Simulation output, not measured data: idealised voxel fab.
Proc. module: voxel self aligned contacts
Cross-section cut spans 165 nm and uses square cells 5 nm in size.
How to read a cross-section here: the picture is a grid of square cells, written as bands going from the top down, and any band can span one or more rows of cells.
Band: top and bottom heights (nm) first, top before bottom; then materials from left to right, widths in nm. "throughout" marks a sole material filling the band edge to edge. "air" denotes empty space.
Below 0: as-received wafer, all one material; heights counted from there. Lowest band: no bottom, goes on down, written "z 0 and below".
So if you see something like "30..40" for the width, read it as the top row of the band sitting at the first number and the bottom row at the second, with every row in between moving by the same amount as the last.
Take "all unchanged" at face value: in the step it is given for, the cross-section changed in none of its cells.
"Cavities, sealed" - sealed voids, min. 8 cells, no opening to top; format: width x height at distance (distance from left edge; nm throughout).
If you see something after the settings on a step's line, that's the simulator's own remark about that step.
A step line may carry the setting "overlay nm", which, for steps involving a mask, states the distance by which the mask lay to the right of its intended position; negative values denote displacement to the left.

This section lists the process steps that were planned
step 1: RECEIVE | material Si
step 2: CONFORMAL_DEP | material SiO2 | thk nm 5
step 3: DIRECTIONAL_DEP | material polySi | thk nm 20
step 4: DIRECTIONAL_DEP | material SiN | thk nm 20
step 5: DIRECTIONAL_DEP | material aC | thk nm 15
step 6: PATTERN | tone cover | mask id GATE | material resist | width nm 30 | pitch nm 75 | thk nm 35 | overlay nm 0
step 7: DIRECTIONAL_ETCH | etch materials aC | depth nm 15
step 8: STRIP | etch materials resist
step 9: DIRECTIONAL_ETCH | etch materials SiN | depth nm 20
step 10: DIRECTIONAL_ETCH | etch materials polySi | depth nm 20
step 11: STRIP | etch materials aC
step 12: CONFORMAL_DEP | material SiN | thk nm 10
step 13: DIRECTIONAL_ETCH | etch materials SiN | depth nm 10
step 14: FILL_DEP | material SiO2 | thk nm 15
step 15: CMP | height nm 55
step 16: DIRECTIONAL_DEP | material aC | thk nm 10
step 17: PATTERN | tone open | mask id CONTACT | material resist | width nm 55 | thk nm 30 | overlay nm 0
step 18: DIRECTIONAL_ETCH | etch materials aC | depth nm 10
step 19: STRIP | etch materials resist
step 20: DIRECTIONAL_ETCH | etch materials SiO2 | depth nm 55
step 21: STRIP | etch materials aC
step 22: CONFORMAL_DEP | material TiN | thk nm 5
step 23: FILL_DEP | material Ru | thk nm 10
step 24: CMP | height nm 55
step 25: CONFORMAL_DEP | material SiCN | thk nm 5

Wafer at receipt (post step 1), cross-section
    z 0 and below | Si throughout
    Cavities, sealed: none

Cross-sectional image of the first of two wafers at the end of the module, the run having proceeded as planned
    z 60 to 55 | SiCN throughout
    z 55 to 45 | SiO2 (55)  TiN (5..20)  Ru (45..15)  TiN (5..20)  SiO2 (55)
    z 45 to 25 | SiO2 (20)  SiN (50)  TiN (5)  Ru (15)  TiN (5)  SiN (50)  SiO2 (20)
    z 25 to 5 | SiO2 (20)  SiN (10)  polySi (30)  SiN (10)  TiN (5)  Ru (15)  TiN (5)  SiN (10)  polySi (30)  SiN (10)  SiO2 (20)
    z 5 to 0 | SiO2 (70)  TiN (25)  SiO2 (70)
    z 0 and below | Si throughout
    Cavities, sealed: none

Cross-sectional view: second of two wafers, end of module; start and plan identical to the first, one mistake in running
    z 60 to 55 | SiCN throughout
    z 55 to 30 | SiO2 (55)  TiN (5)  Ru (45)  TiN (5)  SiO2 (55)
    z 30 to 25 | SiO2 (55)  TiN (55)  SiO2 (55)
    z 25 to 5 | polySi throughout
    z 5 to 0 | SiO2 throughout
    z 0 and below | Si throughout
    Cavities, sealed: none
It is concluded that the wafer was processed incorrectly with respect to the plan, in that note that step 4 departed from the planned setting and was carried out as DIRECTIONAL_DEP | material SiO2 | thk nm 20
FYI, end of process, the second wafer has more or fewer cells of some materials than the first: 9 more of Ru; 112 fewer of SiN; 29 more of SiO2; 10 fewer of TiN; 84 more of polySi
